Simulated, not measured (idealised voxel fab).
Process module name: voxel self aligned vias
We display cut, a cross-section 175 nm in width whose square cells are each 5 nm.
If you're reading a cross-section in this doc, picture square cells in a grid; it comes to you as bands, top ones listed first down to the bottom, and a band can be one or more rows of cells. It is stipulated that each band's entry specify, in nanometres, the height of the top of the band and then that of its bottom, followed by the materials of the band in left-to-right sequence, each together with its width in nanometres. A single material marked by the word "full width" is understood to fill the band from edge to edge; the word "empty" is understood to denote empty space. Basically, 0 is our baseline, since under it the wafer straight out of the box is all one material. The bottom band has no lower end and keeps on going down, so it looks like "0 and below". The two numbers in a width such as "30->40" mark its ends across the band: the first belongs to the top row of cells, the second to the bottom row, and from each row to the next the width moves by the same amount. A step reported as "same as before" is a step in which no cell of the cross-section changed. "Fully sealed cavities" - sealed voids, min. 8 cells, no opening to top; format: width x height at distance (distance from left edge; nm throughout). Formally, on a step line, whatever follows the settings is a remark that the simulator itself makes on the step. If you see "overlay nm" on a step's line and that step has a mask, it's telling you how far right of where it was planned the mask ended up; a negative number means it went left instead.

-- Planned step list for the process
- 1: RECEIVE (material Si)
- 2: CONFORMAL_DEP (material SiO2; thk nm 10)
- 3: CONFORMAL_DEP (material SiCN; thk nm 5)
- 4: DIRECTIONAL_DEP (material SiO2; thk nm 20)
- 5: DIRECTIONAL_DEP (material aC; thk nm 10)
- 6: PATTERN (tone open; mask id LINES; material resist; width nm 20; pitch nm 50; thk nm 25; overlay nm 0)
- 7: DIRECTIONAL_ETCH (etch materials aC; depth nm 10)
- 8: STRIP (etch materials resist)
- 9: DIRECTIONAL_ETCH (etch materials SiO2; depth nm 20)
- 10: STRIP (etch materials aC)
- 11: CONFORMAL_DEP (material TiN; thk nm 5)
- 12: FILL_DEP (material W; thk nm 5)
- 13: CMP (height nm 35)
- 14: SELECTIVE_ETCH (etch materials W Ru TiN; depth nm 5)
- 15: FILL_DEP (material SiN; thk nm 10)
- 16: CMP (height nm 35)
- 17: DIRECTIONAL_DEP (material SiO2; thk nm 15)
- 18: MASKED_ETCH (tone open; mask id VIAS; width nm 30; pitch nm 100; etch materials SiO2; depth nm 15; overlay nm 0)
- 19: MASKED_ETCH (tone open; mask id VIAS; width nm 30; pitch nm 100; etch materials SiN; depth nm 5; overlay nm 0)
- 20: CONFORMAL_DEP (material TiN; thk nm 5)
- 21: FILL_DEP (material Ru; thk nm 5)
- 22: CMP (height nm 50)
- 23: CONFORMAL_DEP (material SiCN; thk nm 5)

-- Cross-section of the wafer as it came to us, i.e., already through step 1
	0 and below | Si full width
	Fully sealed cavities: none

-- Final cross-section, module run with one mistake (start and plan as above)
	55 down to 50 | SiCN full width
	50 down to 40 | SiO2 20 nm; TiN 5 nm; Ru 20 nm; TiN 5 nm; SiO2 70 nm; TiN 5 nm; Ru 20 nm; TiN 5 nm; SiO2 25 nm
	40 down to 35 | SiN 20 nm; TiN 30 nm; SiN 70 nm; TiN 30 nm; SiN 25 nm
	35 down to 30 | SiO2 25 nm; SiN 20 nm; SiO2 30 nm; SiN 20 nm; SiO2 30 nm; SiN 20 nm; SiO2 30 nm
	30 down to 20 | SiO2 25 nm; TiN 5 nm; W 10 nm; TiN 5 nm; SiO2 30 nm; TiN 5 nm; W 10 nm; TiN 5 nm; SiO2 30 nm; TiN 5 nm; W 10 nm; TiN 5 nm; SiO2 30 nm
	20 down to 15 | SiO2 25 nm; TiN 20 nm; SiO2 30 nm; TiN 20 nm; SiO2 30 nm; TiN 20 nm; SiO2 30 nm
	15 down to 10 | SiCN full width
	10 down to 0 | SiO2 full width
	0 and below | Si full width
	Fully sealed cavities: none
Misprocessing identified: not per plan at step 16, really ran CMP (height nm 40)
